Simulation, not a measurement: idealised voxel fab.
The process module presented herein is designated voxel transistor to metal.
Cross-section cut: width 140 nm, square cells of 5 nm.
In this document a cross-section is written as a grid of square cells. It is given as a series of bands, listed from the top down, and a band is one or more rows of cells.
Look at the band entry: it leads with the top's height and the bottom's height in nm. Then it lists the materials left to right, with a width in nm for each. The word "everywhere" on a single material says that material fills the band edge to edge. The word "air" is empty space.
It should be noted that heights are counted from 0, beneath which the wafer as supplied is of one material throughout, and that the lowest band possesses no lower boundary but continues downward, as written in "0 down".
Width: "30 to 40" (first number = top row, second number = bottom row, same change from row to row of cells).
Where a step carries "remained the same", the cross-section came out of it unchanged, cell for cell.
The list in "Cavities, sealed" covers empty spaces of 8 cells or more that cannot reach the top through any open way, and it gives each as width x height at distance; the distance is from the left edge, and width, height and distance are in nm.
The remark found on a step's line after its settings is issued by the simulator itself and pertains to that step.
For masked steps, "overlay nm" on the step line gives how far right of plan the mask actually lay; a minus sign means it lay to the left.
The following list gives the planned process steps:
1,RECEIVE [material Si]
2,OXIDIZE [depth nm 5]
3,CONFORMAL_DEP [material SiN] [thk nm 15]
4,DIRECTIONAL_DEP [material aC] [thk nm 15]
5,PATTERN [tone cover] [mask id ACTIVE] [material resist] [width nm 105] [thk nm 30] [overlay nm 0]
6,DIRECTIONAL_ETCH [etch materials aC] [depth nm 15]
7,STRIP [etch materials resist]
8,DIRECTIONAL_ETCH [etch materials SiN] [depth nm 15]
9,DIRECTIONAL_ETCH [etch materials SiO2] [depth nm 5]
10,DIRECTIONAL_ETCH [etch materials Si] [depth nm 20]
11,STRIP [etch materials aC]
12,OXIDIZE [depth nm 5]
13,FILL_DEP [material SiO2] [thk nm 5]
14,CMP [height nm 15]
15,SELECTIVE_ETCH [etch materials SiO2] [depth nm 10]
16,STRIP [etch materials SiN]
17,SELECTIVE_ETCH [etch materials SiO2] [depth nm 5]
18,OXIDIZE [depth nm 5]
19,DIRECTIONAL_DEP [material polySi] [thk nm 30]
20,DIRECTIONAL_DEP [material SiCN] [thk nm 15]
21,PATTERN [tone cover] [mask id GATE] [material resist] [width nm 25] [thk nm 20] [overlay nm 0]
22,DIRECTIONAL_ETCH [etch materials SiCN] [depth nm 25]
23,DIRECTIONAL_ETCH [etch materials polySi] [depth nm 40]
24,STRIP [etch materials resist]
25,CONFORMAL_DEP [material SiN] [thk nm 5]
26,DIRECTIONAL_ETCH [etch materials SiN] [depth nm 5]
27,DIRECTIONAL_ETCH [etch materials SiO2] [depth nm 5]
28,DIRECTIONAL_ETCH [etch materials Si] [depth nm 15]
29,EPI [material nSi] [thk nm 15]
30,FILL_DEP [material SiO2] [thk nm 5]
31,CMP [height nm 40]
32,DIRECTIONAL_DEP [material SiO2] [thk nm 10]
33,MASKED_ETCH [tone open] [mask id CONTACT] [width nm 20] [pitch nm 75] [etch materials SiO2] [depth nm 60] [overlay nm 0]
34,CONFORMAL_DEP [material TiN] [thk nm 5]
35,FILL_DEP [material Ru] [thk nm 5]
36,CMP [height nm 50]
37,DIRECTIONAL_DEP [material TiN] [thk nm 5]
38,DIRECTIONAL_DEP [material Ru] [thk nm 20]
39,DIRECTIONAL_DEP [material aC] [thk nm 15]
40,PATTERN [tone cover] [mask id METAL_1] [material resist] [width nm 20] [pitch nm 75] [thk nm 35] [overlay nm 0]
41,DIRECTIONAL_ETCH [etch materials aC] [depth nm 15]
42,STRIP [etch materials resist]
43,DIRECTIONAL_ETCH [etch materials Ru] [depth nm 20]
44,DIRECTIONAL_ETCH [etch materials TiN] [depth nm 5]
45,STRIP [etch materials aC]
46,CONFORMAL_DEP [material SiCN] [thk nm 5]
47,FILL_DEP [material lowk] [thk nm 10]
48,CMP [height nm 75]
49,CONFORMAL_DEP [material SiN] [thk nm 5]
Cross-section of the wafer as it came to us, i.e., already through step 1:
- 0 down: Si everywhere
- Cavities, sealed: none
The first of two wafers, cross-sectioned at the end of the module, with the run proceeding as planned:
- 80 to 75: SiN everywhere
- 75 to 55: 15 lowk | 5 SiCN | 20 Ru | 5 SiCN | 45 lowk | 5 SiCN | 20 Ru | 5 SiCN | 20 lowk
- 55 to 50: 20 SiCN | 20 TiN | 55 SiCN | 20 TiN | 25 SiCN
- 50 to 40: 20 SiO2 | 5 TiN | 10 Ru | 5 TiN | 55 SiO2 | 5 TiN | 10 Ru | 5 TiN | 25 SiO2
- 40 to 25: 20 SiO2 | 5 TiN | 10 Ru | 5 TiN | 10 SiO2 | 5 SiN | 25 SiCN | 5 SiN | 10 SiO2 | 5 TiN | 10 Ru | 5 TiN | 25 SiO2
- 25 to 10: 20 SiO2 | 5 TiN | 10 Ru | 5 TiN | 10 SiO2 | 5 SiN | 25 polySi | 5 SiN | 10 SiO2 | 5 TiN | 10 Ru | 5 TiN | 25 SiO2
- 10 to 5: 20 SiO2 | 5 TiN | 5 Ru | 10 TiN | 10 SiO2 | 5 SiN | 25 polySi | 5 SiN | 10 SiO2 | 10 TiN | 5 Ru | 5 TiN | 25 SiO2
- 5 to 0: 20 SiO2 | 5 TiN | 5 Ru | 5 TiN | 15 nSi | 5 SiN | 25 polySi | 5 SiN | 15 nSi | 5 TiN | 5 Ru | 5 TiN | 25 SiO2
- 0 to -5: 10 SiO2 | 5 SiN | 5 SiO2 | 5 TiN | 5 Ru | 5 TiN | 15 nSi | 5 SiN | 25 polySi | 5 SiN | 15 nSi | 5 TiN | 5 Ru | 5 TiN | 5 SiO2 | 5 SiN | 15 SiO2
- -5 to -10: 20 SiO2 | 15 TiN | 15 nSi | 35 SiO2 | 15 nSi | 15 TiN | 25 SiO2
- -10 to -25: 20 SiO2 | 30 nSi | 35 Si | 30 nSi | 25 SiO2
- -25 to -30: 20 SiO2 | 95 Si | 25 SiO2
- -30 down: Si everywhere
- Cavities, sealed: none
Cross-sectional image of the second wafer of the two following completion of the module. Starting state and process plan were the same as for the first wafer; one execution error occurred:
- 80 to 75: SiN everywhere
- 75 to 55: 15 lowk | 5 SiCN | 20 Ru | 5 SiCN | 45 lowk | 5 SiCN | 20 Ru | 5 SiCN | 20 lowk
- 55 to 50: 20 SiCN | 20 TiN | 55 SiCN | 20 TiN | 25 SiCN
- 50 to 40: 20 SiO2 | 5 TiN | 10 Ru | 5 TiN | 55 SiO2 | 5 TiN | 10 Ru | 5 TiN | 25 SiO2
- 40 to 25: 20 SiO2 | 5 TiN | 10 Ru | 5 TiN | 10 SiO2 | 5 SiN | 25 SiCN | 5 SiN | 10 SiO2 | 5 TiN | 10 Ru | 5 TiN | 25 SiO2
- 25 to 15: 20 SiO2 | 5 TiN | 10 to 5 Ru | 5 to 10 TiN | 10 SiO2 | 5 SiN | 25 polySi | 5 SiN | 10 SiO2 | 5 to 10 TiN | 10 to 5 Ru | 5 TiN | 25 SiO2
- 15 to 5: 20 SiO2 | 5 TiN | 5 Ru | 5 TiN | 15 SiO2 | 5 SiN | 25 polySi | 5 SiN | 15 SiO2 | 5 TiN | 5 Ru | 5 TiN | 25 SiO2
- 5 to 0: 20 SiO2 | 15 TiN | 15 nSi | 5 SiN | 25 polySi | 5 SiN | 15 nSi | 15 TiN | 25 SiO2
- 0 to -5: 10 SiO2 | 5 SiN | 20 SiO2 | 15 nSi | 5 SiN | 25 polySi | 5 SiN | 15 nSi | 20 SiO2 | 5 SiN | 15 SiO2
- -5 to -10: 35 SiO2 | 15 nSi | 35 SiO2 | 15 nSi | 40 SiO2
- -10 to -25: 20 SiO2 | 30 nSi | 35 Si | 30 nSi | 25 SiO2
- -25 to -30: 20 SiO2 | 95 Si | 25 SiO2
- -30 down: Si everywhere
- Cavities, sealed: none
Run error: the executed order of steps 32 and 33 is the reverse of that specified in the plan, each step having taken the other's position
End check, counted in cells, second wafer has more or fewer of these materials than the first: Ru -8; SiO2 +16; TiN -8
